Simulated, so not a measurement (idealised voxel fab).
Module name: voxel transistor to metal (process module)
Section cut is 165 nm wide and gridded with 5 nm square cells.
The cross-sections in this document take the form of a grid made of square cells. They are written out as bands, in order from top to bottom. Each band consists of one or more rows of cells. Per band: top height and bottom height in nm, followed by the left-to-right materials and their widths in nm; "everywhere" marks a single material spanning edge to edge, "empty" marks empty space. Heights from 0 (as-received wafer is one material below). Bottom band endless downward, as "0 and below". Per-row width for "30..40": begins at first number (top row of band), ends at second number (bottom row), increment between rows held constant. No cell of the cross-section changed in a step that is given as "remained the same". So "Enclosed cavities" is basically the list of trapped voids: any empty space of 8 cells or more that can't reach the top through an opening. They're written width x height at distance, the distance being from the left edge, and it's all nm. after a step's settings: what the simulator itself notes on the step. What "overlay nm" on a step's line means: if the step has a mask, that mask lay this far to the right of its planned place, or, when the value is negative, to the left.

-- So here's the lineup of process steps we planned
1) RECEIVE,material Si
2) OXIDIZE,depth nm 5
3) CONFORMAL_DEP,material SiN,thk nm 15
4) DIRECTIONAL_DEP,material aC,thk nm 10
5) PATTERN,tone cover,mask id ACTIVE,material resist,width nm 110,thk nm 25,overlay nm 0
6) DIRECTIONAL_ETCH,etch materials aC,depth nm 10
7) STRIP,etch materials resist
8) DIRECTIONAL_ETCH,etch materials SiN,depth nm 15
9) DIRECTIONAL_ETCH,etch materials SiO2,depth nm 5
10) DIRECTIONAL_ETCH,etch materials Si,depth nm 25
11) STRIP,etch materials aC
12) FILL_DEP,material SiO2,thk nm 5
13) CMP,height nm 15
14) SELECTIVE_ETCH,etch materials SiO2,depth nm 10
15) STRIP,etch materials SiN
16) SELECTIVE_ETCH,etch materials SiO2,depth nm 5
17) OXIDIZE,depth nm 5
18) DIRECTIONAL_DEP,material polySi,thk nm 30
19) DIRECTIONAL_DEP,material SiCN,thk nm 15
20) MASKED_ETCH,tone cover,mask id GATE,width nm 20,etch materials SiCN,depth nm 25,overlay nm 0
21) MASKED_ETCH,tone cover,mask id GATE,width nm 20,etch materials polySi,depth nm 40,overlay nm 0
22) CONFORMAL_DEP,material SiO2,thk nm 5
23) DIRECTIONAL_ETCH,etch materials SiO2,depth nm 5
24) CONFORMAL_DEP,material SiN,thk nm 10
25) DIRECTIONAL_ETCH,etch materials SiN,depth nm 10
26) DIRECTIONAL_ETCH,etch materials SiO2,depth nm 5
27) EPI,material pSi,thk nm 5
28) FILL_DEP,material SiO2,thk nm 5
29) CMP,height nm 40
30) DIRECTIONAL_DEP,material SiO2,thk nm 15
31) PATTERN,tone open,mask id CONTACT,material resist,width nm 20,pitch nm 80,thk nm 20,overlay nm 0
32) DIRECTIONAL_ETCH,etch materials SiO2,depth nm 60
33) STRIP,etch materials resist
34) CONFORMAL_DEP,material TiN,thk nm 5
35) FILL_DEP,material Ru,thk nm 5
36) CMP,height nm 55
37) DIRECTIONAL_DEP,material TiN,thk nm 5
38) DIRECTIONAL_DEP,material W,thk nm 15
39) PATTERN,tone cover,mask id METAL_1,material resist,width nm 20,pitch nm 80,thk nm 20,overlay nm 0
40) DIRECTIONAL_ETCH,etch materials W,depth nm 15
41) DIRECTIONAL_ETCH,etch materials TiN,depth nm 5
42) STRIP,etch materials resist
43) FILL_DEP,material SiO2,thk nm 10
44) CMP,height nm 75
45) CONFORMAL_DEP,material SiCN,thk nm 5
46) DIRECTIONAL_DEP,material lowk,thk nm 30
47) PATTERN,tone open,mask id METAL_2_HOLES,material resist,width nm 15,pitch nm 80,thk nm 15,overlay nm 0
48) DIRECTIONAL_ETCH,etch materials lowk,depth nm 30
49) STRIP,etch materials resist
50) DIRECTIONAL_DEP,material aC,thk nm 10
51) PATTERN,tone open,mask id METAL_2,material resist,width nm 20,pitch nm 80,thk nm 30,overlay nm 0
52) DIRECTIONAL_ETCH,etch materials aC,depth nm 10
53) STRIP,etch materials resist
54) DIRECTIONAL_ETCH,etch materials lowk,depth nm 15
55) DIRECTIONAL_ETCH,etch materials SiCN,depth nm 5
56) STRIP,etch materials aC
57) CONFORMAL_DEP,material TiN,thk nm 5
58) FILL_DEP,material Cu,thk nm 10
59) CMP,height nm 110
60) CONFORMAL_DEP,material SiN,thk nm 5

-- The first of the two wafers, which ran as planned

-- As-received state of the wafer in cross-section, equivalent to post-step 1
    0 and below  Si everywhere
    Enclosed cavities: none

-- Step 2 done - wafer cross-section
    0 down to -5  SiO2 everywhere
    Unchanged below -5.

-- Step 3 done - wafer cross-section
    15 down to 0  SiN everywhere
    Unchanged below 0.

-- Step 4 done - wafer cross-section
    25 down to 15  aC everywhere
    Unchanged below 15.

-- Step 5 done - wafer cross-section
    50 down to 25  empty: 25  resist: 110  empty: 30
    Unchanged below 25.

-- Step 6 done - wafer cross-section
    40 down to 25  empty: 25  resist: 110  empty: 30
    25 down to 15  empty: 25  aC: 110  empty: 30
    Unchanged below 15.

-- Step 7 done - wafer cross-section
    25 down to 15  empty: 25  aC: 110  empty: 30
    Unchanged below 15.

-- Step 8 done - wafer cross-section
    25 down to 15  empty: 25  aC: 110  empty: 30
    15 down to 0  empty: 25  SiN: 110  empty: 30
    Unchanged below 0.

-- Step 9 done - wafer cross-section
    25 down to 15  empty: 25  aC: 110  empty: 30
    15 down to 0  empty: 25  SiN: 110  empty: 30
    0 down to -5  empty: 25  SiO2: 110  empty: 30
    Unchanged below -5.

-- Step 10 done - wafer cross-section
    25 down to 15  empty: 25  aC: 110  empty: 30
    15 down to 0  empty: 25  SiN: 110  empty: 30
    0 down to -5  empty: 25  SiO2: 110  empty: 30
    -5 down to -30  empty: 25  Si: 110  empty: 30
    Unchanged below -30.

-- Step 11 done - wafer cross-section
    15 down to 0  empty: 25  SiN: 110  empty: 30
    Unchanged below 0.

-- Step 12 done - wafer cross-section
    20 down to 15  SiO2 everywhere
    15 down to 0  SiO2: 25  SiN: 110  SiO2: 30
    0 down to -5  SiO2 everywhere
    -5 down to -30  SiO2: 25  Si: 110  SiO2: 30
    Unchanged below -30.

-- Step 13 done - wafer cross-section
    15 down to 0  SiO2: 25  SiN: 110  SiO2: 30
    Unchanged below 0.

-- Step 14 done - wafer cross-section
    15 down to 5  empty: 25  SiN: 110  empty: 30
    Unchanged below 5.

-- Step 15 done - wafer cross-section
    5 down to 0  SiO2: 25  empty: 110  SiO2: 30
    Unchanged below 0.

-- Step 16 done - wafer cross-section
    0 down to -5  SiO2: 20  empty: 120  SiO2: 25
    Unchanged below -5.

-- Step 17 done - wafer cross-section
    0 down to -5  SiO2: 20  empty: 120  SiO2: 25
    -5 down to -10  SiO2 everywhere
    Unchanged below -10.

-- Step 18 done - wafer cross-section
    30 down to 25  polySi: 20  empty: 120  polySi: 25
    25 down to 0  polySi everywhere
    0 down to -5  SiO2: 20  polySi: 120  SiO2: 25
    Unchanged below -5.

-- Step 19 done - wafer cross-section
    45 down to 40  SiCN: 20  empty: 120  SiCN: 25
    40 down to 30  SiCN everywhere
    30 down to 25  polySi: 20  SiCN: 120  polySi: 25
    Unchanged below 25.

-- Step 20 done - wafer cross-section
    40 down to 30  empty: 70  SiCN: 20  empty: 75
    30 down to 25  polySi: 20  empty: 50  SiCN: 20  empty: 50  polySi: 25
    Unchanged below 25.

-- Step 21 done - wafer cross-section
    40 down to 25  empty: 70  SiCN: 20  empty: 75
    25 down to 0  empty: 70  polySi: 20  empty: 75
    0 down to -5  SiO2: 20  empty: 50  polySi: 20  empty: 50  SiO2: 25
    Unchanged below -5.

-- Step 22 done - wafer cross-section
    45 down to 40  empty: 65  SiO2: 30  empty: 70
    40 down to 25  empty: 65  SiO2: 5  SiCN: 20  SiO2: 5  empty: 70
    25 down to 5  empty: 65  SiO2: 5  polySi: 20  SiO2: 5  empty: 70
    5 down to 0  SiO2: 25  empty: 40  SiO2: 5  polySi: 20  SiO2: 5  empty: 40  SiO2: 30
    0 down to -5  SiO2: 70  polySi: 20  SiO2: 75
    Unchanged below -5.

-- Step 23 done - wafer cross-section
    40 down to 25  empty: 65  SiO2: 5  SiCN: 20  SiO2: 5  empty: 70
    25 down to 0  empty: 65  SiO2: 5  polySi: 20  SiO2: 5  empty: 70
    0 down to -5  SiO2: 25  empty: 40  SiO2: 5  polySi: 20  SiO2: 5  empty: 40  SiO2: 30
    Unchanged below -5.

-- Step 24 done - wafer cross-section
    50 down to 40  empty: 55  SiN: 50  empty: 60
    40 down to 25  empty: 55  SiN: 10  SiO2: 5  SiCN: 20  SiO2: 5  SiN: 10  empty: 60
    25 down to 10  empty: 55  SiN: 10  SiO2: 5  polySi: 20  SiO2: 5  SiN: 10  empty: 60
    10 down to 5  SiN: 35  empty: 20  SiN: 10  SiO2: 5  polySi: 20  SiO2: 5  SiN: 10  empty: 20  SiN: 40
    5 down to 0  SiN: 65  SiO2: 5  polySi: 20  SiO2: 5  SiN: 70
    0 down to -5  SiO2: 25  SiN: 40  SiO2: 5  polySi: 20  SiO2: 5  SiN: 40  SiO2: 30
    Unchanged below -5.

-- Step 25 done - wafer cross-section
    40 down to 25  empty: 55  SiN: 10  SiO2: 5  SiCN: 20  SiO2: 5  SiN: 10  empty: 60
    25 down to 0  empty: 55  SiN: 10  SiO2: 5  polySi: 20  SiO2: 5  SiN: 10  empty: 60
    0 down to -5  SiO2: 25  SiN: 10  empty: 20  SiN: 10  SiO2: 5  polySi: 20  SiO2: 5  SiN: 10  empty: 20  SiN: 10  SiO2: 30
    Unchanged below -5.

-- Step 26 done - wafer cross-section
    40 down to 35  empty: 55  SiN: 10  empty: 5  SiCN: 20  empty: 5  SiN: 10  empty: 60
    35 down to 25  empty: 55  SiN: 10  SiO2: 5  SiCN: 20  SiO2: 5  SiN: 10  empty: 60
    25 down to 0  empty: 55  SiN: 10  SiO2: 5  polySi: 20  SiO2: 5  SiN: 10  empty: 60
    0 down to -5  empty: 25  SiN: 10  empty: 20  SiN: 10  SiO2: 5  polySi: 20  SiO2: 5  SiN: 10  empty: 20  SiN: 10  empty: 30
    -5 down to -10  SiO2: 35  empty: 20  SiO2: 50  empty: 20  SiO2: 40
    Unchanged below -10.

-- Step 27 done - wafer cross-section
    40 down to 35  empty: 55  SiN: 10  empty: 5  SiCN: 20  empty: 5  SiN: 10  empty: 60
    35 down to 25  empty: 55  SiN: 10  SiO2: 5  SiCN: 20  SiO2: 5  SiN: 10  empty: 60
    25 down to 0  empty: 55  SiN: 10  SiO2: 5  polySi: 20  SiO2: 5  SiN: 10  empty: 60
    0 down to -5  empty: 25  SiN: 10  empty: 20  SiN: 10  SiO2: 5  polySi: 20  SiO2: 5  SiN: 10  empty: 20  SiN: 10  empty: 30
    -5 down to -10  SiO2: 35  pSi: 20  SiO2: 50  pSi: 20  SiO2: 40
    Unchanged below -10.

-- Step 28 done - wafer cross-section
    45 down to 40  SiO2 everywhere
    40 down to 25  SiO2: 55  SiN: 10  SiO2: 5  SiCN: 20  SiO2: 5  SiN: 10  SiO2: 60
    25 down to 0  SiO2: 55  SiN: 10  SiO2: 5  polySi: 20  SiO2: 5  SiN: 10  SiO2: 60
    0 down to -5  SiO2: 25  SiN: 10  SiO2: 20  SiN: 10  SiO2: 5  polySi: 20  SiO2: 5  SiN: 10  SiO2: 20  SiN: 10  SiO2: 30
    Unchanged below -5.

-- Step 29 done - wafer cross-section
    40 down to 25  SiO2: 55  SiN: 10  SiO2: 5  SiCN: 20  SiO2: 5  SiN: 10  SiO2: 60
    Unchanged below 25.

-- Step 30 done - wafer cross-section
    55 down to 40  SiO2 everywhere
    Unchanged below 40.

-- Step 31 done - wafer cross-section
    75 down to 55  resist: 30  empty: 20  resist: 60  empty: 20  resist: 35
    Unchanged below 55.

-- Step 32 done - wafer cross-section
    75 down to 55  resist: 30  empty: 20  resist: 60  empty: 20  resist: 35
    55 down to 40  SiO2: 30  empty: 20  SiO2: 60  empty: 20  SiO2: 35
    40 down to 25  SiO2: 30  empty: 20  SiO2: 5  SiN: 10  SiO2: 5  SiCN: 20  SiO2: 5  SiN: 10  SiO2: 5  empty: 20  SiO2: 35
    25 down to 0  SiO2: 30  empty: 20  SiO2: 5  SiN: 10  SiO2: 5  polySi: 20  SiO2: 5  SiN: 10  SiO2: 5  empty: 20  SiO2: 35
    0 down to -5  SiO2: 25  SiN: 10  empty: 15  SiO2: 5  SiN: 10  SiO2: 5  polySi: 20  SiO2: 5  SiN: 10  SiO2: 5  empty: 15  SiN: 10  SiO2: 30
    Unchanged below -5.

-- Step 33 done - wafer cross-section
    55 down to 40  SiO2: 30  empty: 20  SiO2: 60  empty: 20  SiO2: 35
    Unchanged below 40.

-- Step 34 done - wafer cross-section
    60 down to 55  TiN: 35  empty: 10  TiN: 70  empty: 10  TiN: 40
    55 down to 40  SiO2: 30  TiN: 5  empty: 10  TiN: 5  SiO2: 60  TiN: 5  empty: 10  TiN: 5  SiO2: 35
    40 down to 25  SiO2: 30  TiN: 5  empty: 10  TiN: 5  SiO2: 5  SiN: 10  SiO2: 5  SiCN: 20  SiO2: 5  SiN: 10  SiO2: 5  TiN: 5  empty: 10  TiN: 5  SiO2: 35
    25 down to 5  SiO2: 30  TiN: 5  empty: 10  TiN: 5  SiO2: 5  SiN: 10  SiO2: 5  polySi: 20  SiO2: 5  SiN: 10  SiO2: 5  TiN: 5  empty: 10  TiN: 5  SiO2: 35
    5 down to 0  SiO2: 30  TiN: 10  empty: 5  TiN: 5  SiO2: 5  SiN: 10  SiO2: 5  polySi: 20  SiO2: 5  SiN: 10  SiO2: 5  TiN: 5  empty: 5  TiN: 10  SiO2: 35
    0 down to -5  SiO2: 25  SiN: 10  TiN: 15  SiO2: 5  SiN: 10  SiO2: 5  polySi: 20  SiO2: 5  SiN: 10  SiO2: 5  TiN: 15  SiN: 10  SiO2: 30
    Unchanged below -5.

-- Step 35 done - wafer cross-section
    65 down to 60  Ru everywhere
    60 down to 55  TiN: 35  Ru: 10  TiN: 70  Ru: 10  TiN: 40
    55 down to 40  SiO2: 30  TiN: 5  Ru: 10  TiN: 5  SiO2: 60  TiN: 5  Ru: 10  TiN: 5  SiO2: 35
    40 down to 25  SiO2: 30  TiN: 5  Ru: 10  TiN: 5  SiO2: 5  SiN: 10  SiO2: 5  SiCN: 20  SiO2: 5  SiN: 10  SiO2: 5  TiN: 5  Ru: 10  TiN: 5  SiO2: 35
    25 down to 5  SiO2: 30  TiN: 5  Ru: 10  TiN: 5  SiO2: 5  SiN: 10  SiO2: 5  polySi: 20  SiO2: 5  SiN: 10  SiO2: 5  TiN: 5  Ru: 10  TiN: 5  SiO2: 35
    5 down to 0  SiO2: 30  TiN: 10  Ru: 5  TiN: 5  SiO2: 5  SiN: 10  SiO2: 5  polySi: 20  SiO2: 5  SiN: 10  SiO2: 5  TiN: 5  Ru: 5  TiN: 10  SiO2: 35
    Unchanged below 0.

-- Step 36 done - wafer cross-section
    55 down to 40  SiO2: 30  TiN: 5  Ru: 10  TiN: 5  SiO2: 60  TiN: 5  Ru: 10  TiN: 5  SiO2: 35
    Unchanged below 40.

-- Step 37 done - wafer cross-section
    60 down to 55  TiN everywhere
    Unchanged below 55.

-- Step 38 done - wafer cross-section
    75 down to 60  W everywhere
    Unchanged below 60.

-- Step 39 done - wafer cross-section
    95 down to 75  empty: 30  resist: 20  empty: 60  resist: 20  empty: 35
    Unchanged below 75.

-- Step 40 done - wafer cross-section
    95 down to 75  empty: 30  resist: 20  empty: 60  resist: 20  empty: 35
    75 down to 60  empty: 30  W: 20  empty: 60  W: 20  empty: 35
    Unchanged below 60.

-- Step 41 done - wafer cross-section
    95 down to 75  empty: 30  resist: 20  empty: 60  resist: 20  empty: 35
    75 down to 60  empty: 30  W: 20  empty: 60  W: 20  empty: 35
    60 down to 55  empty: 30  TiN: 20  empty: 60  TiN: 20  empty: 35
    Unchanged below 55.

-- Step 42 done - wafer cross-section
    75 down to 60  empty: 30  W: 20  empty: 60  W: 20  empty: 35
    Unchanged below 60.

-- Step 43 done - wafer cross-section
    85 down to 75  SiO2 everywhere
    75 down to 60  SiO2: 30  W: 20  SiO2: 60  W: 20  SiO2: 35
    60 down to 55  SiO2: 30  TiN: 20  SiO2: 60  TiN: 20  SiO2: 35
    Unchanged below 55.

-- Step 44 done - wafer cross-section
    75 down to 60  SiO2: 30  W: 20  SiO2: 60  W: 20  SiO2: 35
    Unchanged below 60.

-- Step 45 done - wafer cross-section
    80 down to 75  SiCN everywhere
    Unchanged below 75.

-- Step 46 done - wafer cross-section
    110 down to 80  lowk everywhere
    Unchanged below 80.

-- Step 47 done - wafer cross-section
    125 down to 110  resist: 30  empty: 15  resist: 65  empty: 15  resist: 40
    Unchanged below 110.

-- Step 48 done - wafer cross-section
    125 down to 110  resist: 30  empty: 15  resist: 65  empty: 15  resist: 40
    110 down to 80  lowk: 30  empty: 15  lowk: 65  empty: 15  lowk: 40
    Unchanged below 80.

-- Step 49 done - wafer cross-section
    110 down to 80  lowk: 30  empty: 15  lowk: 65  empty: 15  lowk: 40
    Unchanged below 80.

-- Step 50 done - wafer cross-section
    120 down to 110  aC: 30  empty: 15  aC: 65  empty: 15  aC: 40
    110 down to 90  lowk: 30  empty: 15  lowk: 65  empty: 15  lowk: 40
    90 down to 80  lowk: 30  aC: 15  lowk: 65  aC: 15  lowk: 40
    Unchanged below 80.

-- Step 51 done - wafer cross-section
    150 down to 120  resist: 30  empty: 20  resist: 60  empty: 20  resist: 35
    Unchanged below 120.

-- Step 52 done - wafer cross-section
    140 down to 120  resist: 30  empty: 20  resist: 60  empty: 20  resist: 35
    120 down to 110  aC: 30  empty: 20  aC: 60  empty: 20  aC: 35
    110 down to 80  lowk: 30  empty: 15  lowk: 65  empty: 15  lowk: 40
    Unchanged below 80.

-- Step 53 done - wafer cross-section
    120 down to 110  aC: 30  empty: 20  aC: 60  empty: 20  aC: 35
    Unchanged below 110.

-- Step 54 done - wafer cross-section
    120 down to 110  aC: 30  empty: 20  aC: 60  empty: 20  aC: 35
    110 down to 95  lowk: 30  empty: 20  lowk: 60  empty: 20  lowk: 35
    Unchanged below 95.

-- Step 55 done - wafer cross-section
    120 down to 110  aC: 30  empty: 20  aC: 60  empty: 20  aC: 35
    110 down to 95  lowk: 30  empty: 20  lowk: 60  empty: 20  lowk: 35
    95 down to 80  lowk: 30  empty: 15  lowk: 65  empty: 15  lowk: 40
    80 down to 75  SiCN: 30  empty: 15  SiCN: 65  empty: 15  SiCN: 40
    Unchanged below 75.

-- Step 56 done - wafer cross-section
    110 down to 95  lowk: 30  empty: 20  lowk: 60  empty: 20  lowk: 35
    Unchanged below 95.

-- Step 57 done - wafer cross-section
    115 down to 110  TiN: 35  empty: 10  TiN: 70  empty: 10  TiN: 40
    110 down to 100  lowk: 30  TiN: 5  empty: 10  TiN: 5  lowk: 60  TiN: 5  empty: 10  TiN: 5  lowk: 35
    100 down to 95  lowk: 30  TiN: 5  empty: 5  TiN: 10  lowk: 60  TiN: 5  empty: 5  TiN: 10  lowk: 35
    95 down to 80  lowk: 30  TiN: 5  empty: 5  TiN: 5  lowk: 65  TiN: 5  empty: 5  TiN: 5  lowk: 40
    80 down to 75  SiCN: 30  TiN: 15  SiCN: 65  TiN: 15  SiCN: 40
    Unchanged below 75.

-- Step 58 done - wafer cross-section
    125 down to 115  Cu everywhere
    115 down to 110  TiN: 35  Cu: 10  TiN: 70  Cu: 10  TiN: 40
    110 down to 100  lowk: 30  TiN: 5  Cu: 10  TiN: 5  lowk: 60  TiN: 5  Cu: 10  TiN: 5  lowk: 35
    100 down to 95  lowk: 30  TiN: 5  Cu: 5  TiN: 10  lowk: 60  TiN: 5  Cu: 5  TiN: 10  lowk: 35
    95 down to 80  lowk: 30  TiN: 5  Cu: 5  TiN: 5  lowk: 65  TiN: 5  Cu: 5  TiN: 5  lowk: 40
    Unchanged below 80.

-- Step 59 done - wafer cross-section
    110 down to 100  lowk: 30  TiN: 5  Cu: 10  TiN: 5  lowk: 60  TiN: 5  Cu: 10  TiN: 5  lowk: 35
    Unchanged below 100.

-- Step 60 done - wafer cross-section
    115 down to 110  SiN everywhere
    Unchanged below 110.

-- Wafer two: like wafer one in start and plan, but with one mistake in execution; identical up to and including step 23

Planned end of step 24: second wafer, cross-section: remained the same

Planned end of step 25: second wafer, cross-section: remained the same

-- Planned end of step 26: second wafer, cross-section
    40 down to 35  empty: 70  SiCN: 20  empty: 75
    35 down to 25  empty: 65  SiO2: 5  SiCN: 20  SiO2: 5  empty: 70
    25 down to -5  empty: 65  SiO2: 5  polySi: 20  SiO2: 5  empty: 70
    -5 down to -10  SiO2: 25  empty: 40  SiO2: 30  empty: 40  SiO2: 30
    Unchanged below -10.

-- Planned end of step 27: second wafer, cross-section
    40 down to 35  empty: 70  SiCN: 20  empty: 75
    35 down to 25  empty: 65  SiO2: 5  SiCN: 20  SiO2: 5  empty: 70
    25 down to -5  empty: 65  SiO2: 5  polySi: 20  SiO2: 5  empty: 70
    -5 down to -10  SiO2: 25  pSi: 40  SiO2: 30  pSi: 40  SiO2: 30
    Unchanged below -10.

-- Planned end of step 28: second wafer, cross-section
    45 down to 40  SiO2 everywhere
    40 down to 25  SiO2: 70  SiCN: 20  SiO2: 75
    25 down to -5  SiO2: 70  polySi: 20  SiO2: 75
    Unchanged below -5.

-- Planned end of step 29: second wafer, cross-section
    40 down to 25  SiO2: 70  SiCN: 20  SiO2: 75
    Unchanged below 25.

-- Planned end of step 30: second wafer, cross-section
    55 down to 40  SiO2 everywhere
    Unchanged below 40.

-- Planned end of step 31: second wafer, cross-section
    75 down to 55  resist: 30  empty: 20  resist: 60  empty: 20  resist: 35
    Unchanged below 55.

-- Planned end of step 32: second wafer, cross-section
    75 down to 55  resist: 30  empty: 20  resist: 60  empty: 20  resist: 35
    55 down to 40  SiO2: 30  empty: 20  SiO2: 60  empty: 20  SiO2: 35
    40 down to 25  SiO2: 30  empty: 20  SiO2: 20  SiCN: 20  SiO2: 20  empty: 20  SiO2: 35
    25 down to -5  SiO2: 30  empty: 20  SiO2: 20  polySi: 20  SiO2: 20  empty: 20  SiO2: 35
    Unchanged below -5.

-- Planned end of step 33: second wafer, cross-section
    55 down to 40  SiO2: 30  empty: 20  SiO2: 60  empty: 20  SiO2: 35
    Unchanged below 40.

-- Planned end of step 34: second wafer, cross-section
    60 down to 55  TiN: 35  empty: 10  TiN: 70  empty: 10  TiN: 40
    55 down to 40  SiO2: 30  TiN: 5  empty: 10  TiN: 5  SiO2: 60  TiN: 5  empty: 10  TiN: 5  SiO2: 35
    40 down to 25  SiO2: 30  TiN: 5  empty: 10  TiN: 5  SiO2: 20  SiCN: 20  SiO2: 20  TiN: 5  empty: 10  TiN: 5  SiO2: 35
    25 down to 0  SiO2: 30  TiN: 5  empty: 10  TiN: 5  SiO2: 20  polySi: 20  SiO2: 20  TiN: 5  empty: 10  TiN: 5  SiO2: 35
    0 down to -5  SiO2: 30  TiN: 20  SiO2: 20  polySi: 20  SiO2: 20  TiN: 20  SiO2: 35
    Unchanged below -5.

-- Planned end of step 35: second wafer, cross-section
    65 down to 60  Ru everywhere
    60 down to 55  TiN: 35  Ru: 10  TiN: 70  Ru: 10  TiN: 40
    55 down to 40  SiO2: 30  TiN: 5  Ru: 10  TiN: 5  SiO2: 60  TiN: 5  Ru: 10  TiN: 5  SiO2: 35
    40 down to 25  SiO2: 30  TiN: 5  Ru: 10  TiN: 5  SiO2: 20  SiCN: 20  SiO2: 20  TiN: 5  Ru: 10  TiN: 5  SiO2: 35
    25 down to 0  SiO2: 30  TiN: 5  Ru: 10  TiN: 5  SiO2: 20  polySi: 20  SiO2: 20  TiN: 5  Ru: 10  TiN: 5  SiO2: 35
    Unchanged below 0.

-- Planned end of step 36: second wafer, cross-section
    55 down to 40  SiO2: 30  TiN: 5  Ru: 10  TiN: 5  SiO2: 60  TiN: 5  Ru: 10  TiN: 5  SiO2: 35
    Unchanged below 40.

-- Planned end of step 37: second wafer, cross-section
    60 down to 55  TiN everywhere
    Unchanged below 55.

-- Planned end of step 38: second wafer, cross-section
    75 down to 60  W everywhere
    Unchanged below 60.

-- Planned end of step 39: second wafer, cross-section
    95 down to 75  empty: 30  resist: 20  empty: 60  resist: 20  empty: 35
    Unchanged below 75.

-- Planned end of step 40: second wafer, cross-section
    95 down to 75  empty: 30  resist: 20  empty: 60  resist: 20  empty: 35
    75 down to 60  empty: 30  W: 20  empty: 60  W: 20  empty: 35
    Unchanged below 60.

-- Planned end of step 41: second wafer, cross-section
    95 down to 75  empty: 30  resist: 20  empty: 60  resist: 20  empty: 35
    75 down to 60  empty: 30  W: 20  empty: 60  W: 20  empty: 35
    60 down to 55  empty: 30  TiN: 20  empty: 60  TiN: 20  empty: 35
    Unchanged below 55.

-- Planned end of step 42: second wafer, cross-section
    75 down to 60  empty: 30  W: 20  empty: 60  W: 20  empty: 35
    Unchanged below 60.

-- Planned end of step 43: second wafer, cross-section
    85 down to 75  SiO2 everywhere
    75 down to 60  SiO2: 30  W: 20  SiO2: 60  W: 20  SiO2: 35
    60 down to 55  SiO2: 30  TiN: 20  SiO2: 60  TiN: 20  SiO2: 35
    Unchanged below 55.

-- Planned end of step 44: second wafer, cross-section
    75 down to 60  SiO2: 30  W: 20  SiO2: 60  W: 20  SiO2: 35
    Unchanged below 60.

-- Planned end of step 45: second wafer, cross-section
    80 down to 75  SiCN everywhere
    Unchanged below 75.

-- Planned end of step 46: second wafer, cross-section
    110 down to 80  lowk everywhere
    Unchanged below 80.

-- Planned end of step 47: second wafer, cross-section
    125 down to 110  resist: 30  empty: 15  resist: 65  empty: 15  resist: 40
    Unchanged below 110.

-- Planned end of step 48: second wafer, cross-section
    125 down to 110  resist: 30  empty: 15  resist: 65  empty: 15  resist: 40
    110 down to 80  lowk: 30  empty: 15  lowk: 65  empty: 15  lowk: 40
    Unchanged below 80.

-- Planned end of step 49: second wafer, cross-section
    110 down to 80  lowk: 30  empty: 15  lowk: 65  empty: 15  lowk: 40
    Unchanged below 80.

-- Planned end of step 50: second wafer, cross-section
    120 down to 110  aC: 30  empty: 15  aC: 65  empty: 15  aC: 40
    110 down to 90  lowk: 30  empty: 15  lowk: 65  empty: 15  lowk: 40
    90 down to 80  lowk: 30  aC: 15  lowk: 65  aC: 15  lowk: 40
    Unchanged below 80.

-- Planned end of step 51: second wafer, cross-section
    150 down to 120  resist: 30  empty: 20  resist: 60  empty: 20  resist: 35
    Unchanged below 120.

-- Planned end of step 52: second wafer, cross-section
    140 down to 120  resist: 30  empty: 20  resist: 60  empty: 20  resist: 35
    120 down to 110  aC: 30  empty: 20  aC: 60  empty: 20  aC: 35
    110 down to 80  lowk: 30  empty: 15  lowk: 65  empty: 15  lowk: 40
    Unchanged below 80.

-- Planned end of step 53: second wafer, cross-section
    120 down to 110  aC: 30  empty: 20  aC: 60  empty: 20  aC: 35
    Unchanged below 110.

-- Planned end of step 54: second wafer, cross-section
    120 down to 110  aC: 30  empty: 20  aC: 60  empty: 20  aC: 35
    110 down to 95  lowk: 30  empty: 20  lowk: 60  empty: 20  lowk: 35
    Unchanged below 95.

-- Planned end of step 55: second wafer, cross-section
    120 down to 110  aC: 30  empty: 20  aC: 60  empty: 20  aC: 35
    110 down to 95  lowk: 30  empty: 20  lowk: 60  empty: 20  lowk: 35
    95 down to 80  lowk: 30  empty: 15  lowk: 65  empty: 15  lowk: 40
    80 down to 75  SiCN: 30  empty: 15  SiCN: 65  empty: 15  SiCN: 40
    Unchanged below 75.

-- Planned end of step 56: second wafer, cross-section
    110 down to 95  lowk: 30  empty: 20  lowk: 60  empty: 20  lowk: 35
    Unchanged below 95.

-- Planned end of step 57: second wafer, cross-section
    115 down to 110  TiN: 35  empty: 10  TiN: 70  empty: 10  TiN: 40
    110 down to 100  lowk: 30  TiN: 5  empty: 10  TiN: 5  lowk: 60  TiN: 5  empty: 10  TiN: 5  lowk: 35
    100 down to 95  lowk: 30  TiN: 5  empty: 5  TiN: 10  lowk: 60  TiN: 5  empty: 5  TiN: 10  lowk: 35
    95 down to 80  lowk: 30  TiN: 5  empty: 5  TiN: 5  lowk: 65  TiN: 5  empty: 5  TiN: 5  lowk: 40
    80 down to 75  SiCN: 30  TiN: 15  SiCN: 65  TiN: 15  SiCN: 40
    Unchanged below 75.

-- Planned end of step 58: second wafer, cross-section
    125 down to 115  Cu everywhere
    115 down to 110  TiN: 35  Cu: 10  TiN: 70  Cu: 10  TiN: 40
    110 down to 100  lowk: 30  TiN: 5  Cu: 10  TiN: 5  lowk: 60  TiN: 5  Cu: 10  TiN: 5  lowk: 35
    100 down to 95  lowk: 30  TiN: 5  Cu: 5  TiN: 10  lowk: 60  TiN: 5  Cu: 5  TiN: 10  lowk: 35
    95 down to 80  lowk: 30  TiN: 5  Cu: 5  TiN: 5  lowk: 65  TiN: 5  Cu: 5  TiN: 5  lowk: 40
    Unchanged below 80.

-- Planned end of step 59: second wafer, cross-section
    110 down to 100  lowk: 30  TiN: 5  Cu: 10  TiN: 5  lowk: 60  TiN: 5  Cu: 10  TiN: 5  lowk: 35
    Unchanged below 100.

-- Planned end of step 60: second wafer, cross-section
    115 down to 110  SiN everywhere
    Unchanged below 110.
Run error: step 24 of the plan did not run at all; it was left out
End of process, cell counts, second wafer against first, materials with more or fewer: +2 Ru, -40 SiN, +30 SiO2, +8 pSi
